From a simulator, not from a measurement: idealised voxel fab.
Process module heading - voxel transistor to metal
We display cut, a cross-section 300 nm in width whose square cells are each 5 nm.
Think of the cross-section as a grid of square cells. We describe it in bands, top to bottom, and each band covers one or more rows of those cells.
Band: top height; bottom height; in nm. Then, left to right: material with width in nm, for each material. "edge to edge": a single material spanning edge to edge. "blank": empty space.
We count height from 0. Below that, the starting wafer is all one material. The lowest band never ends at the bottom but goes on down; see "0 and below" for how that is written.
Per-row width for "30->40": begins at first number (top row of band), ends at second number (bottom row), increment between rows held constant.
Reading "nothing got changed" for a step: not a cell of the cross-section changed in it.
Listed in "Closed empty spaces": every empty space of 8 or more cells without an open way to the top. Form: width x height at distance, the distance being from the left edge, all in nm.
The remark found on a step's line after its settings is issued by the simulator itself and pertains to that step.
If you see "overlay nm" on a step's line and that step has a mask, it's telling you how far right of where it was planned the mask ended up; a negative number means it went left instead.

The process steps that were planned are listed below:
1. RECEIVE [material Si]
2. OXIDIZE [depth nm 5]
3. CONFORMAL_DEP [material SiN] [thk nm 10]
4. MASKED_ETCH [tone cover] [mask id ACTIVE] [width nm 115] [pitch nm 140] [etch materials SiN] [depth nm 10] [overlay nm 0]
5. MASKED_ETCH [tone cover] [mask id ACTIVE] [width nm 115] [pitch nm 140] [etch materials SiO2] [depth nm 5] [overlay nm 0]
6. MASKED_ETCH [tone cover] [mask id ACTIVE] [width nm 115] [pitch nm 140] [etch materials Si] [depth nm 35] [overlay nm 0]
7. OXIDIZE [depth nm 5]
8. FILL_DEP [material SiO2] [thk nm 5]
9. CMP [height nm 10]
10. SELECTIVE_ETCH [etch materials SiO2] [depth nm 10]
11. STRIP [etch materials SiN]
12. SELECTIVE_ETCH [etch materials SiO2] [depth nm 5]
13. OXIDIZE [depth nm 5]
14. DIRECTIONAL_DEP [material polySi] [thk nm 30]
15. DIRECTIONAL_DEP [material SiCN] [thk nm 15]
16. PATTERN [tone cover] [mask id GATE] [material resist] [width nm 35] [pitch nm 140] [thk nm 15] [overlay nm 0]
17. DIRECTIONAL_ETCH [etch materials SiCN] [depth nm 25]
18. DIRECTIONAL_ETCH [etch materials polySi] [depth nm 40]
19. STRIP [etch materials resist]
20. CONFORMAL_DEP [material SiO2] [thk nm 5]
21. DIRECTIONAL_ETCH [etch materials SiO2] [depth nm 5]
22. CONFORMAL_DEP [material SiN] [thk nm 10]
23. DIRECTIONAL_ETCH [etch materials SiN] [depth nm 10]
24. DIRECTIONAL_ETCH [etch materials SiO2] [depth nm 5]
25. DIRECTIONAL_ETCH [etch materials Si] [depth nm 10]
26. EPI [material nSi] [thk nm 10]
27. FILL_DEP [material SiO2] [thk nm 10]
28. CMP [height nm 25]
29. STRIP [etch materials polySi]
30. SELECTIVE_ETCH [etch materials SiO2] [depth nm 5]
31. CONFORMAL_DEP [material HfO2] [thk nm 5]
32. CONFORMAL_DEP [material TiN] [thk nm 5]
33. FILL_DEP [material W] [thk nm 10]
34. CMP [height nm 20]
35. DIRECTIONAL_DEP [material SiO2] [thk nm 15]
36. DIRECTIONAL_DEP [material aC] [thk nm 15]
37. PATTERN [tone open] [mask id CONTACT] [material resist] [width nm 20] [thk nm 30] [overlay nm 0]
38. DIRECTIONAL_ETCH [etch materials aC] [depth nm 15]
39. STRIP [etch materials resist]
40. DIRECTIONAL_ETCH [etch materials SiO2] [depth nm 45]
41. STRIP [etch materials aC]
42. CONFORMAL_DEP [material TiN] [thk nm 5]
43. FILL_DEP [material W] [thk nm 5]
44. CMP [height nm 35]
45. DIRECTIONAL_DEP [material TiN] [thk nm 5]
46. DIRECTIONAL_DEP [material W] [thk nm 20]
47. DIRECTIONAL_DEP [material aC] [thk nm 10]
48. PATTERN [tone cover] [mask id METAL_1] [material resist] [width nm 20] [thk nm 25] [overlay nm 0]
49. DIRECTIONAL_ETCH [etch materials aC] [depth nm 10]
50. STRIP [etch materials resist]
51. DIRECTIONAL_ETCH [etch materials W] [depth nm 20]
52. DIRECTIONAL_ETCH [etch materials TiN] [depth nm 5]
53. STRIP [etch materials aC]
54. FILL_DEP [material lowk] [thk nm 10]
55. CMP [height nm 60]
56. CONFORMAL_DEP [material SiN] [thk nm 5]

Cross-section of the wafer as it came to us, i.e., already through step 1:
- 0 and below: Si edge to edge
- Closed empty spaces: none

Cross-section, end of module. Start: as above. Plan: as above. Execution: one mistake:
- 65 down to 60: SiN edge to edge
- 60 down to 40: lowk 25 nm; W 20 nm; lowk 65 nm; W 20 nm; lowk 35 nm; W 20 nm; lowk 65 nm; W 20 nm; lowk 30 nm
- 40 down to 35: lowk 25 nm; TiN 20 nm; lowk 65 nm; TiN 20 nm; lowk 35 nm; TiN 20 nm; lowk 65 nm; TiN 20 nm; lowk 30 nm
- 35 down to 25: W 20 nm; TiN 5 nm; SiO2 20 nm; TiN 5 nm; W 55 nm; TiN 5 nm; SiO2 20 nm; TiN 5 nm; W 25 nm; TiN 5 nm; SiO2 20 nm; TiN 5 nm; W 55 nm; TiN 5 nm; SiO2 20 nm; TiN 5 nm; W 25 nm
- 25 down to 20: W 20 nm; TiN 5 nm; SiO2 20 nm; TiN 65 nm; SiO2 20 nm; TiN 5 nm; W 25 nm; TiN 5 nm; SiO2 20 nm; TiN 65 nm; SiO2 20 nm; TiN 5 nm; W 25 nm
- 20 down to 0: W 20 nm; TiN 5 nm; SiO2 20 nm; SiN 10 nm; HfO2 5 nm; TiN 5 nm; W 25 nm; TiN 5 nm; HfO2 5 nm; SiN 10 nm; SiO2 20 nm; TiN 5 nm; W 25 nm; TiN 5 nm; SiO2 20 nm; SiN 10 nm; HfO2 5 nm; TiN 5 nm; W 25 nm; TiN 5 nm; HfO2 5 nm; SiN 10 nm; SiO2 20 nm; TiN 5 nm; W 25 nm
- 0 down to -5: W 20 nm; TiN 5 nm; SiO2 10 nm; nSi 10 nm; SiN 10 nm; HfO2 5 nm; TiN 35 nm; HfO2 5 nm; SiN 10 nm; nSi 10 nm; SiO2 10 nm; TiN 5 nm; W 25 nm; TiN 5 nm; SiO2 10 nm; nSi 10 nm; SiN 10 nm; HfO2 5 nm; TiN 35 nm; HfO2 5 nm; SiN 10 nm; nSi 10 nm; SiO2 10 nm; TiN 5 nm; W 25 nm
- -5 down to -10: TiN 25 nm; SiO2 10 nm; nSi 10 nm; SiO2 10 nm; HfO2 45 nm; SiO2 10 nm; nSi 10 nm; SiO2 10 nm; TiN 35 nm; SiO2 10 nm; nSi 10 nm; SiO2 10 nm; HfO2 45 nm; SiO2 10 nm; nSi 10 nm; SiO2 10 nm; TiN 30 nm
- -10 down to -20: SiO2 25 nm; nSi 20 nm; Si 65 nm; nSi 20 nm; SiO2 35 nm; nSi 20 nm; Si 65 nm; nSi 20 nm; SiO2 30 nm
- -20 down to -45: SiO2 25 nm; Si 105 nm; SiO2 35 nm; Si 105 nm; SiO2 30 nm
- -45 and below: Si edge to edge
- Closed empty spaces: none
Want to know what went wrong? so step 37 ended up running with a different setting than we planned, it ran as PATTERN [tone cover] [mask id CONTACT] [material resist] [width nm 20] [thk nm 30] [overlay nm 0]
